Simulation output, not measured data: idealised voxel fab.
process module | voxel capacitor over wiring
For reference, the cross-section in this document is cut, with width 155 nm and square cells of 5 nm.
Throughout this document, each cross-section is represented as a grid of square cells and is presented as a sequence of bands enumerated from the top downward, where a band comprises one or more rows of cells.
Band: top and bottom heights (nm) first, top before bottom; then materials from left to right, widths in nm. "full width" marks a sole material filling the band edge to edge. "air" denotes empty space.
The level at which height equals 0 is the one under which the wafer, as it arrives, is entirely one material. No lower edge exists for the bottom band, which continues downward and is notated as in "0 and below".
A width given as "30->40" starts at the first number in the band's top row and ends at the second number in its bottom row, shifting by an equal amount at every step from row to row.
Step marked "no modifications"? Then no cell in the cross-section changed in it.
Enclosed voids (no open way to top), threshold 8 cells or more, entry "Trapped void list", notation width x height at distance, distance from left edge, nm.
Text after the settings on a step's line: the simulator's own remark on that step.
"overlay nm", when on a step's line for a step with a mask, measures how far to the right of its planned place the mask lay; a negative measure means to the left.
### Process steps - plan
step 1: RECEIVE [material Si]
step 2: CONFORMAL_DEP [material SiO2] [thk nm 10]
step 3: CONFORMAL_DEP [material SiN] [thk nm 5]
step 4: DIRECTIONAL_DEP [material SiO2] [thk nm 25]
step 5: DIRECTIONAL_DEP [material aC] [thk nm 10]
step 6: PATTERN [tone open] [mask id METAL_1] [material resist] [width nm 25] [pitch nm 80] [thk nm 25] [overlay nm 0]
step 7: DIRECTIONAL_ETCH [etch materials aC] [depth nm 10]
step 8: STRIP [etch materials resist]
step 9: DIRECTIONAL_ETCH [etch materials SiO2] [depth nm 25]
step 10: DIRECTIONAL_ETCH [etch materials SiN] [depth nm 5]
step 11: STRIP [etch materials aC]
step 12: CONFORMAL_DEP [material TiN] [thk nm 5]
step 13: FILL_DEP [material Cu] [thk nm 5]
step 14: CMP [height nm 40]
step 15: CONFORMAL_DEP [material SiCN] [thk nm 5]
step 16: DIRECTIONAL_DEP [material lowk] [thk nm 15]
step 17: DIRECTIONAL_DEP [material aC] [thk nm 15]
step 18: PATTERN [tone open] [mask id PLUG_1] [material resist] [width nm 15] [thk nm 30] [overlay nm 0]
step 19: DIRECTIONAL_ETCH [etch materials aC] [depth nm 15]
step 20: STRIP [etch materials resist]
step 21: DIRECTIONAL_ETCH [etch materials lowk] [depth nm 15]
step 22: DIRECTIONAL_ETCH [etch materials SiCN] [depth nm 5]
step 23: STRIP [etch materials aC]
step 24: EPI [material Ru] [thk nm 10]
step 25: EPI [material Ru] [thk nm 10]
step 26: DIRECTIONAL_DEP [material TiN] [thk nm 5]
step 27: DIRECTIONAL_DEP [material Al2O3] [thk nm 5]
step 28: DIRECTIONAL_DEP [material TiN] [thk nm 5]
step 29: PATTERN [tone cover] [mask id UPPER_PLATE] [material resist] [width nm 60] [thk nm 15] [overlay nm 0]
step 30: DIRECTIONAL_ETCH [etch materials TiN] [depth nm 5]
step 31: DIRECTIONAL_ETCH [etch materials Al2O3] [depth nm 5]
step 32: STRIP [etch materials resist]
step 33: MASKED_ETCH [tone cover] [mask id LOWER_PLATE] [width nm 70] [etch materials TiN] [depth nm 5] [overlay nm 0]
step 34: FILL_DEP [material SiO2] [thk nm 15]
step 35: CMP [height nm 85]
step 36: PATTERN [tone open] [mask id PLUG_2] [material resist] [width nm 15] [thk nm 15] [overlay nm 0]
step 37: DIRECTIONAL_ETCH [etch materials SiO2] [depth nm 10]
step 38: STRIP [etch materials resist]
step 39: CONFORMAL_DEP [material TiN] [thk nm 5]
step 40: FILL_DEP [material W] [thk nm 5]
step 41: CMP [height nm 85]
step 42: CONFORMAL_DEP [material SiN] [thk nm 5]
### First wafer of two (run as planned)
### Wafer as received: cross-section following step 1
  0 and below = Si full width
  Trapped void list: none
### So this is the wafer cross-section right after step 2
  10 down to 0 = SiO2 full width
  For the remainder of the cross-section, below 0, there is no change.
### So this is the wafer cross-section right after step 3
  15 down to 10 = SiN full width
  For the remainder of the cross-section, below 10, there is no change.
### So this is the wafer cross-section right after step 4
  40 down to 15 = SiO2 full width
  For the remainder of the cross-section, below 15, there is no change.
### So this is the wafer cross-section right after step 5
  50 down to 40 = aC full width
  For the remainder of the cross-section, below 40, there is no change.
### So this is the wafer cross-section right after step 6
  75 down to 50 = resist (25); air (25); resist (55); air (25); resist (25)
  For the remainder of the cross-section, below 50, there is no change.
### So this is the wafer cross-section right after step 7
  65 down to 50 = resist (25); air (25); resist (55); air (25); resist (25)
  50 down to 40 = aC (25); air (25); aC (55); air (25); aC (25)
  For the remainder of the cross-section, below 40, there is no change.
### So this is the wafer cross-section right after step 8
  50 down to 40 = aC (25); air (25); aC (55); air (25); aC (25)
  For the remainder of the cross-section, below 40, there is no change.
### So this is the wafer cross-section right after step 9
  50 down to 40 = aC (25); air (25); aC (55); air (25); aC (25)
  40 down to 15 = SiO2 (25); air (25); SiO2 (55); air (25); SiO2 (25)
  For the remainder of the cross-section, below 15, there is no change.
### So this is the wafer cross-section right after step 10
  50 down to 40 = aC (25); air (25); aC (55); air (25); aC (25)
  40 down to 15 = SiO2 (25); air (25); SiO2 (55); air (25); SiO2 (25)
  15 down to 10 = SiN (25); air (25); SiN (55); air (25); SiN (25)
  For the remainder of the cross-section, below 10, there is no change.
### So this is the wafer cross-section right after step 11
  40 down to 15 = SiO2 (25); air (25); SiO2 (55); air (25); SiO2 (25)
  For the remainder of the cross-section, below 15, there is no change.
### So this is the wafer cross-section right after step 12
  45 down to 40 = TiN (30); air (15); TiN (65); air (15); TiN (30)
  40 down to 15 = SiO2 (25); TiN (5); air (15); TiN (5); SiO2 (55); TiN (5); air (15); TiN (5); SiO2 (25)
  15 down to 10 = SiN (25); TiN (25); SiN (55); TiN (25); SiN (25)
  For the remainder of the cross-section, below 10, there is no change.
### So this is the wafer cross-section right after step 13
  50 down to 45 = Cu full width
  45 down to 40 = TiN (30); Cu (15); TiN (65); Cu (15); TiN (30)
  40 down to 15 = SiO2 (25); TiN (5); Cu (15); TiN (5); SiO2 (55); TiN (5); Cu (15); TiN (5); SiO2 (25)
  For the remainder of the cross-section, below 15, there is no change.
### So this is the wafer cross-section right after step 14
  40 down to 15 = SiO2 (25); TiN (5); Cu (15); TiN (5); SiO2 (55); TiN (5); Cu (15); TiN (5); SiO2 (25)
  For the remainder of the cross-section, below 15, there is no change.
### So this is the wafer cross-section right after step 15
  45 down to 40 = SiCN full width
  For the remainder of the cross-section, below 40, there is no change.
### So this is the wafer cross-section right after step 16
  60 down to 45 = lowk full width
  For the remainder of the cross-section, below 45, there is no change.
### So this is the wafer cross-section right after step 17
  75 down to 60 = aC full width
  For the remainder of the cross-section, below 60, there is no change.
### So this is the wafer cross-section right after step 18
  105 down to 75 = resist (35); air (15); resist (105)
  For the remainder of the cross-section, below 75, there is no change.
### So this is the wafer cross-section right after step 19
  90 down to 75 = resist (35); air (15); resist (105)
  75 down to 60 = aC (35); air (15); aC (105)
  For the remainder of the cross-section, below 60, there is no change.
### So this is the wafer cross-section right after step 20
  75 down to 60 = aC (35); air (15); aC (105)
  For the remainder of the cross-section, below 60, there is no change.
### So this is the wafer cross-section right after step 21
  75 down to 60 = aC (35); air (15); aC (105)
  60 down to 45 = lowk (35); air (15); lowk (105)
  For the remainder of the cross-section, below 45, there is no change.
### So this is the wafer cross-section right after step 22
  75 down to 60 = aC (35); air (15); aC (105)
  60 down to 45 = lowk (35); air (15); lowk (105)
  45 down to 40 = SiCN (35); air (15); SiCN (105)
  For the remainder of the cross-section, below 40, there is no change.
### So this is the wafer cross-section right after step 23
  60 down to 45 = lowk (35); air (15); lowk (105)
  For the remainder of the cross-section, below 45, there is no change.
### So this is the wafer cross-section right after step 24
  60 down to 50 = lowk (35); air (15); lowk (105)
  50 down to 45 = lowk (35); Ru (15); lowk (105)
  45 down to 40 = SiCN (35); Ru (15); SiCN (105)
  For the remainder of the cross-section, below 40, there is no change.
### So this is the wafer cross-section right after step 25
  60 down to 45 = lowk (35); Ru (15); lowk (105)
  For the remainder of the cross-section, below 45, there is no change.
### So this is the wafer cross-section right after step 26
  65 down to 60 = TiN full width
  For the remainder of the cross-section, below 60, there is no change.
### So this is the wafer cross-section right after step 27
  70 down to 65 = Al2O3 full width
  For the remainder of the cross-section, below 65, there is no change.
### So this is the wafer cross-section right after step 28
  75 down to 70 = TiN full width
  For the remainder of the cross-section, below 70, there is no change.
### So this is the wafer cross-section right after step 29
  90 down to 75 = air (35); resist (60); air (60)
  For the remainder of the cross-section, below 75, there is no change.
### So this is the wafer cross-section right after step 30
  90 down to 75 = air (35); resist (60); air (60)
  75 down to 70 = air (35); TiN (60); air (60)
  For the remainder of the cross-section, below 70, there is no change.
### So this is the wafer cross-section right after step 31
  90 down to 75 = air (35); resist (60); air (60)
  75 down to 70 = air (35); TiN (60); air (60)
  70 down to 65 = air (35); Al2O3 (60); air (60)
  For the remainder of the cross-section, below 65, there is no change.
### So this is the wafer cross-section right after step 32
  75 down to 70 = air (35); TiN (60); air (60)
  For the remainder of the cross-section, below 70, there is no change.
### So this is the wafer cross-section right after step 33
  75 down to 70 = air (35); TiN (60); air (60)
  70 down to 65 = air (35); Al2O3 (60); air (60)
  65 down to 60 = air (30); TiN (70); air (55)
  For the remainder of the cross-section, below 60, there is no change.
### So this is the wafer cross-section right after step 34
  90 down to 75 = SiO2 full width
  75 down to 70 = SiO2 (35); TiN (60); SiO2 (60)
  70 down to 65 = SiO2 (35); Al2O3 (60); SiO2 (60)
  65 down to 60 = SiO2 (30); TiN (70); SiO2 (55)
  For the remainder of the cross-section, below 60, there is no change.
### So this is the wafer cross-section right after step 35
  85 down to 75 = SiO2 full width
  For the remainder of the cross-section, below 75, there is no change.
### So this is the wafer cross-section right after step 36
  100 down to 85 = resist (45); air (15); resist (95)
  For the remainder of the cross-section, below 85, there is no change.
### So this is the wafer cross-section right after step 37
  100 down to 85 = resist (45); air (15); resist (95)
  85 down to 75 = SiO2 (45); air (15); SiO2 (95)
  For the remainder of the cross-section, below 75, there is no change.
### So this is the wafer cross-section right after step 38
  85 down to 75 = SiO2 (45); air (15); SiO2 (95)
  For the remainder of the cross-section, below 75, there is no change.
### So this is the wafer cross-section right after step 39
  90 down to 85 = TiN (50); air (5); TiN (100)
  85 down to 80 = SiO2 (45); TiN (5); air (5); TiN (5); SiO2 (95)
  80 down to 70 = SiO2 (45->35); TiN (15->60); SiO2 (95->60)
  For the remainder of the cross-section, below 70, there is no change.
### So this is the wafer cross-section right after step 40
  95 down to 90 = W full width
  90 down to 85 = TiN (50); W (5); TiN (100)
  85 down to 80 = SiO2 (45); TiN (5); W (5); TiN (5); SiO2 (95)
  For the remainder of the cross-section, below 80, there is no change.
### So this is the wafer cross-section right after step 41
  85 down to 80 = SiO2 (45); TiN (5); W (5); TiN (5); SiO2 (95)
  For the remainder of the cross-section, below 80, there is no change.
### So this is the wafer cross-section right after step 42
  90 down to 85 = SiN full width
  For the remainder of the cross-section, below 85, there is no change.
### The Second Wafer: Common Origin and Plan, One Mistake in Execution, Identical to the First Through Step 25
### Second wafer, cross-section, planned end of step 26
  65 down to 60 = Al2O3 full width
  For the remainder of the cross-section, below 60, there is no change.
### Second wafer, cross-section, planned end of step 27
  70 down to 65 = TiN full width
  For the remainder of the cross-section, below 65, there is no change.
### Second wafer, cross-section, planned end of step 28
  75 down to 65 = TiN full width
  For the remainder of the cross-section, below 65, there is no change.
### Second wafer, cross-section, planned end of step 29
  90 down to 75 = air (35); resist (60); air (60)
  For the remainder of the cross-section, below 75, there is no change.
### Second wafer, cross-section, planned end of step 30
  90 down to 75 = air (35); resist (60); air (60)
  75 down to 70 = air (35); TiN (60); air (60)
  For the remainder of the cross-section, below 70, there is no change.
Second wafer, cross-section, planned end of step 31: no modifications
### Second wafer, cross-section, planned end of step 32
  75 down to 70 = air (35); TiN (60); air (60)
  For the remainder of the cross-section, below 70, there is no change.
### Second wafer, cross-section, planned end of step 33
  75 down to 65 = air (35->30); TiN (60->70); air (60->55)
  For the remainder of the cross-section, below 65, there is no change.
### Second wafer, cross-section, planned end of step 34
  90 down to 75 = SiO2 full width
  75 down to 65 = SiO2 (35->30); TiN (60->70); SiO2 (60->55)
  For the remainder of the cross-section, below 65, there is no change.
### Second wafer, cross-section, planned end of step 35
  85 down to 75 = SiO2 full width
  For the remainder of the cross-section, below 75, there is no change.
### Second wafer, cross-section, planned end of step 36
  100 down to 85 = resist (45); air (15); resist (95)
  For the remainder of the cross-section, below 85, there is no change.
### Second wafer, cross-section, planned end of step 37
  100 down to 85 = resist (45); air (15); resist (95)
  85 down to 75 = SiO2 (45); air (15); SiO2 (95)
  For the remainder of the cross-section, below 75, there is no change.
### Second wafer, cross-section, planned end of step 38
  85 down to 75 = SiO2 (45); air (15); SiO2 (95)
  For the remainder of the cross-section, below 75, there is no change.
### Second wafer, cross-section, planned end of step 39
  90 down to 85 = TiN (50); air (5); TiN (100)
  85 down to 80 = SiO2 (45); TiN (5); air (5); TiN (5); SiO2 (95)
  80 down to 70 = SiO2 (45->35); TiN (15->60); SiO2 (95->60)
  For the remainder of the cross-section, below 70, there is no change.
### Second wafer, cross-section, planned end of step 40
  95 down to 90 = W full width
  90 down to 85 = TiN (50); W (5); TiN (100)
  85 down to 80 = SiO2 (45); TiN (5); W (5); TiN (5); SiO2 (95)
  For the remainder of the cross-section, below 80, there is no change.
### Second wafer, cross-section, planned end of step 41
  85 down to 80 = SiO2 (45); TiN (5); W (5); TiN (5); SiO2 (95)
  For the remainder of the cross-section, below 80, there is no change.
### Second wafer, cross-section, planned end of step 42
  90 down to 85 = SiN full width
  For the remainder of the cross-section, below 85, there is no change.
Diagnosis: transposition of steps 26 and 27 relative to the planned sequence
Once processing is complete, comparing cell counts shows that the second wafer has more or fewer of certain materials than the first: Al2O3 +19, SiO2 -19
